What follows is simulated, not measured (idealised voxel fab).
The process module that follows is named voxel transistor to metal.
Shown is cross-section cut, with a width of 200 nm and square cells of size 5 nm.
Throughout this document, each cross-section is represented as a grid of square cells and is presented as a sequence of bands enumerated from the top downward, where a band comprises one or more rows of cells.
Band entry format. Leading values: height of top, height of bottom, nm. Remainder: materials in left-to-right order, each with its width in nm. Special words: "everywhere" on a single material, which then fills the band edge to edge; "empty", empty space.
Note: height 0 marks the level under which the wafer is uniformly one material as received. Lowest band unbounded below, written "0 -> down".
Width spec "30..40" -> top row of cells at first value, bottom row at second value, equal per-row change in between.
Where a step carries "no alteration", the cross-section came out of it unchanged, cell for cell.
If an empty space has no open way to the top and is at least 8 cells in size, "Completely enclosed voids" lists it, written width x height at distance, where distance is measured from the left edge and every value is in nm.
Note: text after step settings on the step line = simulator remark on that step.
overlay nm: mask right of planned place by this much (step with mask). Neg. = left.
-- Process steps (planned)
- 1: RECEIVE, material Si
- 2: CONFORMAL_DEP, material SiO2, thk nm 5
- 3: CONFORMAL_DEP, material SiN, thk nm 15
- 4: PATTERN, tone cover, mask id ACTIVE, material resist, width nm 100, thk nm 15, overlay nm 0
- 5: DIRECTIONAL_ETCH, etch materials SiN, depth nm 15
- 6: DIRECTIONAL_ETCH, etch materials SiO2, depth nm 5
- 7: DIRECTIONAL_ETCH, etch materials Si, depth nm 35
- 8: STRIP, etch materials resist
- 9: FILL_DEP, material SiO2, thk nm 15
- 10: CMP, height nm 20
- 11: SELECTIVE_ETCH, etch materials SiO2, depth nm 5
- 12: STRIP, etch materials SiN
- 13: SELECTIVE_ETCH, etch materials SiO2, depth nm 5
- 14: OXIDIZE, depth nm 5
- 15: DIRECTIONAL_DEP, material polySi, thk nm 30
- 16: DIRECTIONAL_DEP, material SiCN, thk nm 10
- 17: PATTERN, tone cover, mask id GATE, material resist, width nm 20, thk nm 15, overlay nm 0
- 18: DIRECTIONAL_ETCH, etch materials SiCN, depth nm 20
- 19: DIRECTIONAL_ETCH, etch materials polySi, depth nm 40
- 20: STRIP, etch materials resist
- 21: CONFORMAL_DEP, material SiO2, thk nm 5
- 22: DIRECTIONAL_ETCH, etch materials SiO2, depth nm 5
- 23: CONFORMAL_DEP, material SiN, thk nm 5
- 24: DIRECTIONAL_ETCH, etch materials SiN, depth nm 5
- 25: DIRECTIONAL_ETCH, etch materials SiO2, depth nm 5
- 26: DIRECTIONAL_ETCH, etch materials Si, depth nm 15
- 27: EPI, material SiGe, thk nm 15
- 28: FILL_DEP, material SiO2, thk nm 5
- 29: CMP, height nm 40
- 30: DIRECTIONAL_DEP, material SiO2, thk nm 15
- 31: MASKED_ETCH, tone open, mask id CONTACT, width nm 20, pitch nm 70, etch materials SiO2, depth nm 35, overlay nm 0
- 32: CONFORMAL_DEP, material TiN, thk nm 5
- 33: FILL_DEP, material W, thk nm 10
- 34: CMP, height nm 55
- 35: DIRECTIONAL_DEP, material TiN, thk nm 5
- 36: DIRECTIONAL_DEP, material Ru, thk nm 20
- 37: DIRECTIONAL_DEP, material aC, thk nm 15
- 38: PATTERN, tone cover, mask id METAL_1, material resist, width nm 20, pitch nm 70, thk nm 30, overlay nm 0
- 39: DIRECTIONAL_ETCH, etch materials aC, depth nm 15
- 40: STRIP, etch materials resist
- 41: DIRECTIONAL_ETCH, etch materials Ru, depth nm 20
- 42: DIRECTIONAL_ETCH, etch materials TiN, depth nm 5
- 43: STRIP, etch materials aC
- 44: FILL_DEP, material lowk, thk nm 10
- 45: CMP, height nm 80
- 46: CONFORMAL_DEP, material SiCN, thk nm 5
- 47: DIRECTIONAL_DEP, material SiO2, thk nm 30
- 48: PATTERN, tone open, mask id METAL_2_HOLES, material resist, width nm 15, pitch nm 70, thk nm 20, overlay nm 0
- 49: DIRECTIONAL_ETCH, etch materials SiO2, depth nm 30
- 50: STRIP, etch materials resist
- 51: DIRECTIONAL_DEP, material aC, thk nm 15
- 52: PATTERN, tone open, mask id METAL_2, material resist, width nm 20, pitch nm 70, thk nm 30, overlay nm 0
- 53: DIRECTIONAL_ETCH, etch materials aC, depth nm 15
- 54: STRIP, etch materials resist
- 55: DIRECTIONAL_ETCH, etch materials SiO2, depth nm 15
- 56: DIRECTIONAL_ETCH, etch materials SiCN, depth nm 5
- 57: STRIP, etch materials aC
- 58: CONFORMAL_DEP, material TiN, thk nm 5
- 59: FILL_DEP, material Cu, thk nm 10
- 60: CMP, height nm 115
- 61: CONFORMAL_DEP, material SiN, thk nm 5
For clarity, it should be stated that the wafers under discussion commence in an identical condition and differ with respect to the depth nm of step 31, the plan indicating the value that the first wafer had.
-- Cross-section of the first of several wafers as received (after step 1)
> 0 -> down  Si everywhere
> Completely enclosed voids: none
-- Module finished, last step 61 done: cross-section of the first of several wafers
> 120 -> 115  SiN everywhere
> 115 -> 105  SiO2 (55)  TiN (5)  Cu (10)  TiN (5)  SiO2 (50)  TiN (5)  Cu (10)  TiN (5)  SiO2 (55)
> 105 -> 100  SiO2 (55)  TiN (5)  Cu (5)  TiN (10)  SiO2 (50)  TiN (5)  Cu (5)  TiN (10)  SiO2 (55)
> 100 -> 85  SiO2 (55)  TiN (5)  Cu (5)  TiN (5)  SiO2 (55)  TiN (5)  Cu (5)  TiN (5)  SiO2 (60)
> 85 -> 80  SiCN (55)  TiN (15)  SiCN (55)  TiN (15)  SiCN (60)
> 80 -> 60  lowk (55)  Ru (20)  lowk (50)  Ru (20)  lowk (55)
> 60 -> 55  lowk (55)  TiN (20)  lowk (50)  TiN (20)  lowk (55)
> 55 -> 40  SiO2 (55)  TiN (5)  W (10)  TiN (5)  SiO2 (50)  TiN (5)  W (10)  TiN (5)  SiO2 (55)
> 40 -> 30  SiO2 (55)  TiN (5)  W (10)  TiN (5)  SiO2 (5)  SiN (5)  SiO2 (5)  SiCN (20)  SiO2 (5)  SiN (5)  SiO2 (5)  TiN (5)  W (10)  TiN (5)  SiO2 (55)
> 30 -> 25  SiO2 (55)  TiN (5)  W (10)  TiN (5)  SiO2 (5)  SiN (5)  SiO2 (5)  polySi (20)  SiO2 (5)  SiN (5)  SiO2 (5)  TiN (5)  W (10)  TiN (5)  SiO2 (55)
> 25 -> 20  SiO2 (55)  TiN (20)  SiO2 (5)  SiN (5)  SiO2 (5)  polySi (20)  SiO2 (5)  SiN (5)  SiO2 (5)  TiN (20)  SiO2 (55)
> 20 -> 10  SiO2 (80)  SiN (5)  SiO2 (5)  polySi (20)  SiO2 (5)  SiN (5)  SiO2 (80)
> 10 -> 0  SiO2 (50)  SiN (5)  SiGe (25)  SiN (5)  SiO2 (5)  polySi (20)  SiO2 (5)  SiN (5)  SiGe (25)  SiN (5)  SiO2 (50)
> 0 -> -5  SiO2 (55)  SiGe (25)  SiO2 (40)  SiGe (25)  SiO2 (55)
> -5 -> -20  SiO2 (50)  Si (5)  SiGe (25)  Si (40)  SiGe (25)  Si (5)  SiO2 (50)
> -20 -> -35  SiO2 (50)  Si (100)  SiO2 (50)
> -35 -> down  Si everywhere
> Completely enclosed voids: none
-- So this is the cross-section on the last wafer at the end of the module
> 120 -> 115  SiN everywhere
> 115 -> 105  SiO2 (55)  TiN (5)  Cu (10)  TiN (5)  SiO2 (50)  TiN (5)  Cu (10)  TiN (5)  SiO2 (55)
> 105 -> 100  SiO2 (55)  TiN (5)  Cu (5)  TiN (10)  SiO2 (50)  TiN (5)  Cu (5)  TiN (10)  SiO2 (55)
> 100 -> 85  SiO2 (55)  TiN (5)  Cu (5)  TiN (5)  SiO2 (55)  TiN (5)  Cu (5)  TiN (5)  SiO2 (60)
> 85 -> 80  SiCN (55)  TiN (15)  SiCN (55)  TiN (15)  SiCN (60)
> 80 -> 60  lowk (55)  Ru (20)  lowk (50)  Ru (20)  lowk (55)
> 60 -> 55  lowk (55)  TiN (20)  lowk (50)  TiN (20)  lowk (55)
> 55 -> 40  SiO2 (55)  TiN (5)  W (10)  TiN (5)  SiO2 (50)  TiN (5)  W (10)  TiN (5)  SiO2 (55)
> 40 -> 30  SiO2 (55)  TiN (5)  W (10)  TiN (5)  SiO2 (5)  SiN (5)  SiO2 (5)  SiCN (20)  SiO2 (5)  SiN (5)  SiO2 (5)  TiN (5)  W (10)  TiN (5)  SiO2 (55)
> 30 -> 15  SiO2 (55)  TiN (5)  W (10)  TiN (5)  SiO2 (5)  SiN (5)  SiO2 (5)  polySi (20)  SiO2 (5)  SiN (5)  SiO2 (5)  TiN (5)  W (10)  TiN (5)  SiO2 (55)
> 15 -> 10  SiO2 (55)  TiN (20)  SiO2 (5)  SiN (5)  SiO2 (5)  polySi (20)  SiO2 (5)  SiN (5)  SiO2 (5)  TiN (20)  SiO2 (55)
> 10 -> 0  SiO2 (50)  SiN (5)  SiGe (25)  SiN (5)  SiO2 (5)  polySi (20)  SiO2 (5)  SiN (5)  SiGe (25)  SiN (5)  SiO2 (50)
> 0 -> -5  SiO2 (55)  SiGe (25)  SiO2 (40)  SiGe (25)  SiO2 (55)
> -5 -> -20  SiO2 (50)  Si (5)  SiGe (25)  Si (40)  SiGe (25)  Si (5)  SiO2 (50)
> -20 -> -35  SiO2 (50)  Si (100)  SiO2 (50)
> -35 -> down  Si everywhere
> Completely enclosed voids: none
-- Basically each wafer gets a line in the table, showing it at the end of the module: material by material, the cells it gained (+) or lost (-) since we got it, then its closed voids
depth nm 35, +16 Cu, +32 Ru, -190 Si, +42 SiCN, +60 SiGe, +60 SiN, +660 SiO2, +72 TiN, +24 W, +160 lowk, +24 polySi, Completely enclosed voids: none
depth nm 40, +16 Cu, +32 Ru, -190 Si, +42 SiCN, +60 SiGe, +60 SiN, +652 SiO2, +76 TiN, +28 W, +160 lowk, +24 polySi, Completely enclosed voids: none
depth nm 45, +16 Cu, +32 Ru, -190 Si, +42 SiCN, +60 SiGe, +60 SiN, +644 SiO2, +80 TiN, +32 W, +160 lowk, +24 polySi, Completely enclosed voids: none
depth nm 50, +16 Cu, +32 Ru, -190 Si, +42 SiCN, +60 SiGe, +60 SiN, +644 SiO2, +80 TiN, +32 W, +160 lowk, +24 polySi, Completely enclosed voids: none
depth nm 55, +16 Cu, +32 Ru, -190 Si, +42 SiCN, +60 SiGe, +60 SiN, +644 SiO2, +80 TiN, +32 W, +160 lowk, +24 polySi, Completely enclosed voids: none
depth nm 60, +16 Cu, +32 Ru, -190 Si, +42 SiCN, +60 SiGe, +60 SiN, +644 SiO2, +80 TiN, +32 W, +160 lowk, +24 polySi, Completely enclosed voids: none
